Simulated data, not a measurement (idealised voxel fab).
The following process module bears the name voxel gate over fins.
Pictured: cross-section cut, 295 nm wide, on a grid of 5 nm square cells.
Cross-section, as written here: a square-cell grid given band by band from the top down, where a band holds one or more rows of cells.
For a band, the entry starts with two heights in nm, that of the top and then that of the bottom, and carries on with the band's materials in order from left to right, each alongside its width in nm; the word "edge to edge" beside a single material means it fills the band edge to edge, and "empty" means empty space.
Height is counted from the level 0, under which the received wafer is composed throughout of one material. The lowest of the bands is not closed at the bottom but continues downward, in the notation "top 0, no bottom".
A width given as "30->40" starts at the first number in the band's top row and ends at the second number in its bottom row, shifting by an equal amount at every step from row to row.
Take "no change occurred" at face value: in the step it is given for, the cross-section changed in none of its cells.
Closed-off voids of 8+ cells (no open route to the top) go in "Closed cavities", written width x height at distance from the left edge, in nm.
Step line, after settings: the simulator's comment on this step.
Steps that use a mask can have "overlay nm" on their line. It says how far the mask sat to the right of where it was meant to be. Negative means to the left.
# Here's what the planned process steps look like
step 1: RECEIVE [material Si]
step 2: CONFORMAL_DEP [material SiN] [thk nm 10]
step 3: MASKED_ETCH [tone cover] [mask id FINS] [width nm 15] [pitch nm 55] [etch materials SiN] [depth nm 10] [overlay nm 0]
step 4: MASKED_ETCH [tone cover] [mask id FINS] [width nm 15] [pitch nm 55] [etch materials Si] [depth nm 35] [overlay nm 0]
step 5: FILL_DEP [material SiO2] [thk nm 10]
step 6: CMP [height nm 10]
step 7: PATTERN [tone open] [mask id RAIL] [material resist] [width nm 15] [thk nm 15] [overlay nm 0]
step 8: DIRECTIONAL_ETCH [etch materials SiO2] [depth nm 40]
step 9: STRIP [etch materials resist]
step 10: CONFORMAL_DEP [material TiN] [thk nm 5]
step 11: FILL_DEP [material Ru] [thk nm 5]
step 12: CMP [height nm 10]
step 13: SELECTIVE_ETCH [etch materials W Ru TiN] [depth nm 30]
step 14: FILL_DEP [material SiO2] [thk nm 5]
step 15: CMP [height nm 10]
step 16: SELECTIVE_ETCH [etch materials SiO2] [depth nm 25]
step 17: STRIP [etch materials SiN]
step 18: CONFORMAL_DEP [material HfO2] [thk nm 5]
step 19: CONFORMAL_DEP [material TiN] [thk nm 5]
step 20: FILL_DEP [material W] [thk nm 10]
step 21: CMP [height nm 15]
step 22: CONFORMAL_DEP [material SiCN] [thk nm 10]
# Concerning the first of two wafers, which was run in accordance with the plan
# Cross-sectional view of the wafer in its as-received condition, corresponding to the state after step 1
> top 0, no bottom: Si edge to edge
> Closed cavities: none
# Wafer after step 2 (cross-section)
> top 10, bottom 0: SiN edge to edge
> Beneath the level 0, the cross-section is identical to its previous state.
# Wafer after step 3 (cross-section)
> top 10, bottom 0: empty 110 | SiN 15 | empty 40 | SiN 15 | empty 115
> Beneath the level 0, the cross-section is identical to its previous state.
# Wafer after step 4 (cross-section)
> top 10, bottom 0: empty 110 | SiN 15 | empty 40 | SiN 15 | empty 115
> top 0, bottom -35: empty 110 | Si 15 | empty 40 | Si 15 | empty 115
> Beneath the level -35, the cross-section is identical to its previous state.
# Wafer after step 5 (cross-section)
> top 20, bottom 10: SiO2 edge to edge
> top 10, bottom 0: SiO2 110 | SiN 15 | SiO2 40 | SiN 15 | SiO2 115
> top 0, bottom -35: SiO2 110 | Si 15 | SiO2 40 | Si 15 | SiO2 115
> Beneath the level -35, the cross-section is identical to its previous state.
# Wafer after step 6 (cross-section)
> top 10, bottom 0: SiO2 110 | SiN 15 | SiO2 40 | SiN 15 | SiO2 115
> Beneath the level 0, the cross-section is identical to its previous state.
# Wafer after step 7 (cross-section)
> top 25, bottom 10: resist 135 | empty 15 | resist 145
> Beneath the level 10, the cross-section is identical to its previous state.
# Wafer after step 8 (cross-section)
> top 25, bottom 10: resist 135 | empty 15 | resist 145
> top 10, bottom 0: SiO2 110 | SiN 15 | SiO2 10 | empty 15 | SiO2 15 | SiN 15 | SiO2 115
> top 0, bottom -30: SiO2 110 | Si 15 | SiO2 10 | empty 15 | SiO2 15 | Si 15 | SiO2 115
> Beneath the level -30, the cross-section is identical to its previous state.
# Wafer after step 9 (cross-section)
> top 10, bottom 0: SiO2 110 | SiN 15 | SiO2 10 | empty 15 | SiO2 15 | SiN 15 | SiO2 115
> Beneath the level 0, the cross-section is identical to its previous state.
# Wafer after step 10 (cross-section)
> top 15, bottom 10: TiN 140 | empty 5 | TiN 150
> top 10, bottom 0: SiO2 110 | SiN 15 | SiO2 10 | TiN 5 | empty 5 | TiN 5 | SiO2 15 | SiN 15 | SiO2 115
> top 0, bottom -25: SiO2 110 | Si 15 | SiO2 10 | TiN 5 | empty 5 | TiN 5 | SiO2 15 | Si 15 | SiO2 115
> top -25, bottom -30: SiO2 110 | Si 15 | SiO2 10 | TiN 15 | SiO2 15 | Si 15 | SiO2 115
> Beneath the level -30, the cross-section is identical to its previous state.
# Wafer after step 11 (cross-section)
> top 20, bottom 15: Ru edge to edge
> top 15, bottom 10: TiN 140 | Ru 5 | TiN 150
> top 10, bottom 0: SiO2 110 | SiN 15 | SiO2 10 | TiN 5 | Ru 5 | TiN 5 | SiO2 15 | SiN 15 | SiO2 115
> top 0, bottom -25: SiO2 110 | Si 15 | SiO2 10 | TiN 5 | Ru 5 | TiN 5 | SiO2 15 | Si 15 | SiO2 115
> Beneath the level -25, the cross-section is identical to its previous state.
# Wafer after step 12 (cross-section)
> top 10, bottom 0: SiO2 110 | SiN 15 | SiO2 10 | TiN 5 | Ru 5 | TiN 5 | SiO2 15 | SiN 15 | SiO2 115
> Beneath the level 0, the cross-section is identical to its previous state.
# Wafer after step 13 (cross-section)
> top 10, bottom 0: SiO2 110 | SiN 15 | SiO2 10 | empty 15 | SiO2 15 | SiN 15 | SiO2 115
> top 0, bottom -20: SiO2 110 | Si 15 | SiO2 10 | empty 15 | SiO2 15 | Si 15 | SiO2 115
> Beneath the level -20, the cross-section is identical to its previous state.
# Wafer after step 14 (cross-section)
> top 15, bottom 10: SiO2 edge to edge
> top 10, bottom 0: SiO2 110 | SiN 15 | SiO2 40 | SiN 15 | SiO2 115
> top 0, bottom -20: SiO2 110 | Si 15 | SiO2 40 | Si 15 | SiO2 115
> Beneath the level -20, the cross-section is identical to its previous state.
# Wafer after step 15 (cross-section)
> top 10, bottom 0: SiO2 110 | SiN 15 | SiO2 40 | SiN 15 | SiO2 115
> Beneath the level 0, the cross-section is identical to its previous state.
# Wafer after step 16 (cross-section)
> top 10, bottom 0: empty 110 | SiN 15 | empty 40 | SiN 15 | empty 115
> top 0, bottom -15: empty 110 | Si 15 | empty 40 | Si 15 | empty 115
> Beneath the level -15, the cross-section is identical to its previous state.
# Wafer after step 17 (cross-section)
> top 0, bottom -15: empty 110 | Si 15 | empty 40 | Si 15 | empty 115
> Beneath the level -15, the cross-section is identical to its previous state.
# Wafer after step 18 (cross-section)
> top 5, bottom 0: empty 105 | HfO2 25 | empty 30 | HfO2 25 | empty 110
> top 0, bottom -10: empty 105 | HfO2 5 | Si 15 | HfO2 5 | empty 30 | HfO2 5 | Si 15 | HfO2 5 | empty 110
> top -10, bottom -15: HfO2 110 | Si 15 | HfO2 40 | Si 15 | HfO2 115
> Beneath the level -15, the cross-section is identical to its previous state.
# Wafer after step 19 (cross-section)
> top 10, bottom 5: empty 100 | TiN 35 | empty 20 | TiN 35 | empty 105
> top 5, bottom 0: empty 100 | TiN 5 | HfO2 25 | TiN 5 | empty 20 | TiN 5 | HfO2 25 | TiN 5 | empty 105
> top 0, bottom -5: empty 100 | TiN 5 | HfO2 5 | Si 15 | HfO2 5 | TiN 5 | empty 20 | TiN 5 | HfO2 5 | Si 15 | HfO2 5 | TiN 5 | empty 105
> top -5, bottom -10: TiN 105 | HfO2 5 | Si 15 | HfO2 5 | TiN 30 | HfO2 5 | Si 15 | HfO2 5 | TiN 110
> Beneath the level -10, the cross-section is identical to its previous state.
# Wafer after step 20 (cross-section)
> top 20, bottom 10: W edge to edge
> top 10, bottom 5: W 100 | TiN 35 | W 20 | TiN 35 | W 105
> top 5, bottom 0: W 100 | TiN 5 | HfO2 25 | TiN 5 | W 20 | TiN 5 | HfO2 25 | TiN 5 | W 105
> top 0, bottom -5: W 100 | TiN 5 | HfO2 5 | Si 15 | HfO2 5 | TiN 5 | W 20 | TiN 5 | HfO2 5 | Si 15 | HfO2 5 | TiN 5 | W 105
> Beneath the level -5, the cross-section is identical to its previous state.
# Wafer after step 21 (cross-section)
> top 15, bottom 10: W edge to edge
> Beneath the level 10, the cross-section is identical to its previous state.
# Wafer after step 22 (cross-section)
> top 25, bottom 15: SiCN edge to edge
> Beneath the level 15, the cross-section is identical to its previous state.
# The remaining wafer, second of the two, started like the first and was run to the same plan, except that one mistake was made along the way; the two coincide through step 4, inclusive
# Cross-section of the second wafer at the time step 5 of the plan should have ended
> top 20, bottom 10: HfO2 edge to edge
> top 10, bottom 0: HfO2 110 | SiN 15 | HfO2 40 | SiN 15 | HfO2 115
> top 0, bottom -35: HfO2 110 | Si 15 | HfO2 40 | Si 15 | HfO2 115
> Beneath the level -35, the cross-section is identical to its previous state.
# Cross-section of the second wafer at the time step 6 of the plan should have ended
> top 10, bottom 0: HfO2 110 | SiN 15 | HfO2 40 | SiN 15 | HfO2 115
> Beneath the level 0, the cross-section is identical to its previous state.
# Cross-section of the second wafer at the time step 7 of the plan should have ended
> top 25, bottom 10: resist 135 | empty 15 | resist 145
> Beneath the level 10, the cross-section is identical to its previous state.
Cross-section of the second wafer at the time step 8 of the plan should have ended: no change occurred
# Cross-section of the second wafer at the time step 9 of the plan should have ended
> top 10, bottom 0: HfO2 110 | SiN 15 | HfO2 40 | SiN 15 | HfO2 115
> Beneath the level 0, the cross-section is identical to its previous state.
# Cross-section of the second wafer at the time step 10 of the plan should have ended
> top 15, bottom 10: TiN edge to edge
> Beneath the level 10, the cross-section is identical to its previous state.
# Cross-section of the second wafer at the time step 11 of the plan should have ended
> top 20, bottom 15: Ru edge to edge
> Beneath the level 15, the cross-section is identical to its previous state.
# Cross-section of the second wafer at the time step 12 of the plan should have ended
> top 10, bottom 0: HfO2 110 | SiN 15 | HfO2 40 | SiN 15 | HfO2 115
> Beneath the level 0, the cross-section is identical to its previous state.
Cross-section of the second wafer at the time step 13 of the plan should have ended: no change occurred
# Cross-section of the second wafer at the time step 14 of the plan should have ended
> top 15, bottom 10: SiO2 edge to edge
> Beneath the level 10, the cross-section is identical to its previous state.
# Cross-section of the second wafer at the time step 15 of the plan should have ended
> top 10, bottom 0: HfO2 110 | SiN 15 | HfO2 40 | SiN 15 | HfO2 115
> Beneath the level 0, the cross-section is identical to its previous state.
Cross-section of the second wafer at the time step 16 of the plan should have ended: no change occurred
# Cross-section of the second wafer at the time step 17 of the plan should have ended
> top 10, bottom 0: HfO2 110 | empty 15 | HfO2 40 | empty 15 | HfO2 115
> Beneath the level 0, the cross-section is identical to its previous state.
# Cross-section of the second wafer at the time step 18 of the plan should have ended
> top 15, bottom 5: HfO2 115 | empty 5 | HfO2 50 | empty 5 | HfO2 120
> top 5, bottom 0: HfO2 edge to edge
> Beneath the level 0, the cross-section is identical to its previous state.
# Cross-section of the second wafer at the time step 19 of the plan should have ended
> top 20, bottom 15: TiN edge to edge
> top 15, bottom 5: HfO2 115 | TiN 5 | HfO2 50 | TiN 5 | HfO2 120
> Beneath the level 5, the cross-section is identical to its previous state.
# Cross-section of the second wafer at the time step 20 of the plan should have ended
> top 30, bottom 20: W edge to edge
> Beneath the level 20, the cross-section is identical to its previous state.
# Cross-section of the second wafer at the time step 21 of the plan should have ended
> top 15, bottom 5: HfO2 115 | TiN 5 | HfO2 50 | TiN 5 | HfO2 120
> Beneath the level 5, the cross-section is identical to its previous state.
# Cross-section of the second wafer at the time step 22 of the plan should have ended
> top 25, bottom 15: SiCN edge to edge
> Beneath the level 15, the cross-section is identical to its previous state.
It is concluded that the wafer was processed incorrectly with respect to the plan, in that so step 5 ended up running with a different setting than we planned, it ran as FILL_DEP [material HfO2] [thk nm 10]
The final cell counts differ between the wafers, with the second having more or fewer of some materials than the first: HfO2 +473, Ru -1, SiO2 -206, TiN -72, W -194
